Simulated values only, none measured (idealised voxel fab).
process module | voxel spacer lines
cross-section cut | 225 nm wide | cells 5 nm
A cross-section is a grid of square cells, given in bands from the top down. A band is one or more rows of cells.
Each band's line starts with the height of the band's top and of its bottom, in nm. Then come its materials from left to right, each with its width in nm. One material with "throughout" fills the band from edge to edge. "air" is empty space.
Height 0 is the level under which the wafer as received is all one material. The lowest band goes on downwards, as in "0 down".
A width such as "30 to 40" changes by the same amount from each row of cells to the next, from the band's top row to its bottom row.
"no change" after a step means that no cell of the cross-section changed.
closed voids: empty space of 8 cells or more with no open way to the top, each as width x height at its distance from the left edge, in nm
after a step's settings: what the simulator itself notes on the step
overlay nm, on a step with a mask: how far to the right of its planned place the mask lay; to the left if negative
plan
1 op RECEIVE | material Si
2 op CONFORMAL_DEP | material SiO2 | thk nm 5
3 op DIRECTIONAL_DEP | material polySi | thk nm 20
4 op DIRECTIONAL_DEP | material aC | thk nm 25
5 op PATTERN | tone cover | mask id MANDREL | material resist | width nm 15 | pitch nm 60 | thk nm 30 | overlay nm 0
6 op DIRECTIONAL_ETCH | etch materials aC | depth nm 25
7 op STRIP | etch materials resist
8 op CONFORMAL_DEP | material SiN | thk nm 15
9 op DIRECTIONAL_ETCH | etch materials SiN | depth nm 15
10 op STRIP | etch materials aC
11 op DIRECTIONAL_ETCH | etch materials polySi | depth nm 20
12 op STRIP | etch materials SiN
as received, after step 1
  0 down: Si throughout
  closed voids: none
first wafer at the end, as planned
  25 to 5: air 60 | polySi 15 | air 15 | polySi 15 | air 15 | polySi 15 | air 15 | polySi 15 | air 60
  5 to 0: SiO2 throughout
  0 down: Si throughout
  closed voids: none
second wafer at the end: like start, like plan, one mistake
  25 to 5: air 60 | polySi 15 | air 20 | polySi 15 | air 10 | polySi 15 | air 20 | polySi 15 | air 55
  5 to 0: SiO2 throughout
  0 down: Si throughout
  closed voids: none
what went wrong: step 5 ran as: op PATTERN | tone cover | mask id MANDREL | material resist | width nm 20 | pitch nm 60 | thk nm 30 | overlay nm 0
at the end the second wafer has, in cells: as many of each material as the first, in other places
